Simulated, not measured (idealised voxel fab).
Proc. module: voxel wiring stack
Xsec cut, 230 nm wide, square cell size 5 nm.
Each cross-section below is a grid of square cells, stated as bands in top-down order, with one or more rows of cells making up each band. Quick guide to a band line: top height, bottom height (nm) up front; then every material left to right with its width in nm. Only one material and it's marked "throughout"? Then it fills the band edge to edge. And "blank" just means empty space. For the purposes of this specification, 0 denotes the height below which the wafer in its as-received condition is composed wholly of one material, and the lowermost band, lacking a lower limit, extends downward without end, as expressed in "z 0 and below". A width such as "30..40" changes by the same amount from each row of cells to the next, from the band's top row to its bottom row. Key: "nothing was modified" - step with no changed cell in the cross-section. "Closed void listing" specifies each empty space that is not open to the top and that occupies no fewer than 8 cells, using the form width x height at distance, the distance measured from the left edge and all three quantities in nm. That trailing text on a step's line, after the settings, is the simulator's own remark on the step. If you see "overlay nm" on a step's line and that step has a mask, it's telling you how far right of where it was planned the mask ended up; a negative number means it went left instead.

## Process steps (planned)
| 1 | op RECEIVE | material Si |
| 2 | op CONFORMAL_DEP | material SiO2 | thk nm 10 |
| 3 | op DIRECTIONAL_DEP | material TiN | thk nm 5 |
| 4 | op DIRECTIONAL_DEP | material Ru | thk nm 25 |
| 5 | op PATTERN | tone cover | mask id METAL_1 | material resist | width nm 25 | pitch nm 55 | thk nm 20 | overlay nm 0 |
| 6 | op DIRECTIONAL_ETCH | etch materials Ru | depth nm 25 |
| 7 | op DIRECTIONAL_ETCH | etch materials TiN | depth nm 5 |
| 8 | op STRIP | etch materials resist |
| 9 | op FILL_DEP | material SiO2 | thk nm 10 |
| 10 | op CMP | height nm 40 |
| 11 | op CONFORMAL_DEP | material SiCN | thk nm 5 |
| 12 | op DIRECTIONAL_DEP | material lowk | thk nm 20 |
| 13 | op MASKED_ETCH | tone open | mask id PLUG_1 | width nm 15 | pitch nm 55 | etch materials lowk | depth nm 20 | overlay nm 0 |
| 14 | op MASKED_ETCH | tone open | mask id PLUG_1 | width nm 15 | pitch nm 55 | etch materials SiCN | depth nm 5 | overlay nm 0 |
| 15 | op EPI | material Ru | thk nm 10 |
| 16 | op EPI | material Ru | thk nm 10 |
| 17 | op EPI | material Ru | thk nm 5 |
| 18 | op CONFORMAL_DEP | material SiN | thk nm 5 |
| 19 | op DIRECTIONAL_DEP | material lowk | thk nm 20 |
| 20 | op MASKED_ETCH | tone open | mask id METAL_2 | width nm 25 | pitch nm 55 | etch materials lowk | depth nm 20 | overlay nm 0 |
| 21 | op MASKED_ETCH | tone open | mask id METAL_2 | width nm 25 | pitch nm 55 | etch materials SiN | depth nm 5 | overlay nm 0 |
| 22 | op CONFORMAL_DEP | material TiN | thk nm 5 |
| 23 | op FILL_DEP | material Ru | thk nm 10 |
| 24 | op CMP | height nm 90 |
| 25 | op EPI | material Ru | thk nm 5 |
| 26 | op FILL_DEP | material SiCN | thk nm 5 |
| 27 | op DIRECTIONAL_DEP | material lowk | thk nm 35 |
| 28 | op DIRECTIONAL_DEP | material aC | thk nm 10 |
| 29 | op PATTERN | tone open | mask id METAL_3 | material resist | width nm 25 | pitch nm 55 | thk nm 25 | overlay nm 0 |
| 30 | op DIRECTIONAL_ETCH | etch materials aC | depth nm 10 |
| 31 | op STRIP | etch materials resist |
| 32 | op DIRECTIONAL_ETCH | etch materials lowk | depth nm 20 |
| 33 | op STRIP | etch materials aC |
| 34 | op DIRECTIONAL_DEP | material aC | thk nm 10 |
| 35 | op PATTERN | tone open | mask id METAL_3_HOLES | material resist | width nm 15 | pitch nm 55 | thk nm 30 | overlay nm 0 |
| 36 | op DIRECTIONAL_ETCH | etch materials aC | depth nm 10 |
| 37 | op STRIP | etch materials resist |
| 38 | op DIRECTIONAL_ETCH | etch materials lowk | depth nm 15 |
| 39 | op DIRECTIONAL_ETCH | etch materials SiCN | depth nm 5 |
| 40 | op STRIP | etch materials aC |
| 41 | op CONFORMAL_DEP | material TiN | thk nm 5 |
| 42 | op FILL_DEP | material Cu | thk nm 10 |
| 43 | op CMP | height nm 135 |
| 44 | op CONFORMAL_DEP | material SiN | thk nm 5 |

## Here's what the wafer looked like in cross-section when it arrived - that's after step 1
* z 0 and below | Si throughout
* Closed void listing: none

## The first of the two wafers as seen in cross-section once the module was finished; processing followed the plan
* z 140 to 135 | SiN throughout
* z 135 to 120 | 75 lowk, then 5 TiN, then 15 Cu, then 5 TiN, then 30 lowk, then 5 TiN, then 15 Cu, then 5 TiN, then 75 lowk
* z 120 to 115 | 75 lowk, then 5 TiN, then 5 Cu, then 15 TiN, then 30 lowk, then 5 TiN, then 5 Cu, then 15 TiN, then 75 lowk
* z 115 to 100 | 75 lowk, then 5 TiN, then 5 Cu, then 5 TiN, then 40 lowk, then 5 TiN, then 5 Cu, then 5 TiN, then 85 lowk
* z 100 to 95 | 75 SiCN, then 15 TiN, then 40 SiCN, then 15 TiN, then 85 SiCN
* z 95 to 90 | 70 SiCN, then 35 Ru, then 20 SiCN, then 35 Ru, then 70 SiCN
* z 90 to 70 | 75 lowk, then 5 TiN, then 15 Ru, then 5 TiN, then 30 lowk, then 5 TiN, then 15 Ru, then 5 TiN, then 75 lowk
* z 70 to 65 | 75 SiN, then 25 TiN, then 30 SiN, then 25 TiN, then 75 SiN
* z 65 to 45 | 75 lowk, then 15 Ru, then 40 lowk, then 15 Ru, then 85 lowk
* z 45 to 40 | 75 SiCN, then 15 Ru, then 40 SiCN, then 15 Ru, then 85 SiCN
* z 40 to 15 | 75 SiO2, then 25 Ru, then 30 SiO2, then 25 Ru, then 75 SiO2
* z 15 to 10 | 75 SiO2, then 25 TiN, then 30 SiO2, then 25 TiN, then 75 SiO2
* z 10 to 0 | SiO2 throughout
* z 0 and below | Si throughout
* Closed void listing: none

## Presented here is a cross-section of the second of the two wafers as it stood at the end of the module. It was started in the same manner and assigned the same plan as the first wafer; however, one mistake was made in its execution
* z 140 to 135 | SiN throughout
* z 135 to 120 | 75 lowk, then 5 TiN, then 15 Cu, then 5 TiN, then 30 lowk, then 5 TiN, then 15 Cu, then 5 TiN, then 75 lowk
* z 120 to 115 | 75 lowk, then 5 TiN, then 5 Cu, then 15 TiN, then 30 lowk, then 5 TiN, then 5 Cu, then 15 TiN, then 75 lowk
* z 115 to 100 | 75 lowk, then 5 TiN, then 5 Cu, then 5 TiN, then 40 lowk, then 5 TiN, then 5 Cu, then 5 TiN, then 85 lowk
* z 100 to 95 | 75 SiCN, then 15 TiN, then 40 SiCN, then 15 TiN, then 85 SiCN
* z 95 to 90 | 70 SiCN, then 35 Ru, then 20 SiCN, then 35 Ru, then 70 SiCN
* z 90 to 80 | 75 lowk, then 5 TiN, then 15 Ru, then 5 TiN, then 30 lowk, then 5 TiN, then 15 Ru, then 5 TiN, then 75 lowk
* z 80 to 75 | 75 SiN, then 25 TiN, then 30 SiN, then 25 TiN, then 75 SiN
* z 75 to 65 | SiN throughout
* z 65 to 45 | 75 lowk, then 15 Ru, then 40 lowk, then 15 Ru, then 85 lowk
* z 45 to 40 | 75 SiCN, then 15 Ru, then 40 SiCN, then 15 Ru, then 85 SiCN
* z 40 to 15 | 75 SiO2, then 25 Ru, then 30 SiO2, then 25 Ru, then 75 SiO2
* z 15 to 10 | 75 SiO2, then 25 TiN, then 30 SiO2, then 25 TiN, then 75 SiO2
* z 10 to 0 | SiO2 throughout
* z 0 and below | Si throughout
* Closed void listing: none
Nonconformance to the process plan: planned and actual differ for step 18; actual: op CONFORMAL_DEP | material SiN | thk nm 15
At the finish, the second wafer shows more or fewer cells for some materials than the first does: 12 fewer of Ru, 92 more of SiN, 8 fewer of TiN, 72 fewer of lowk
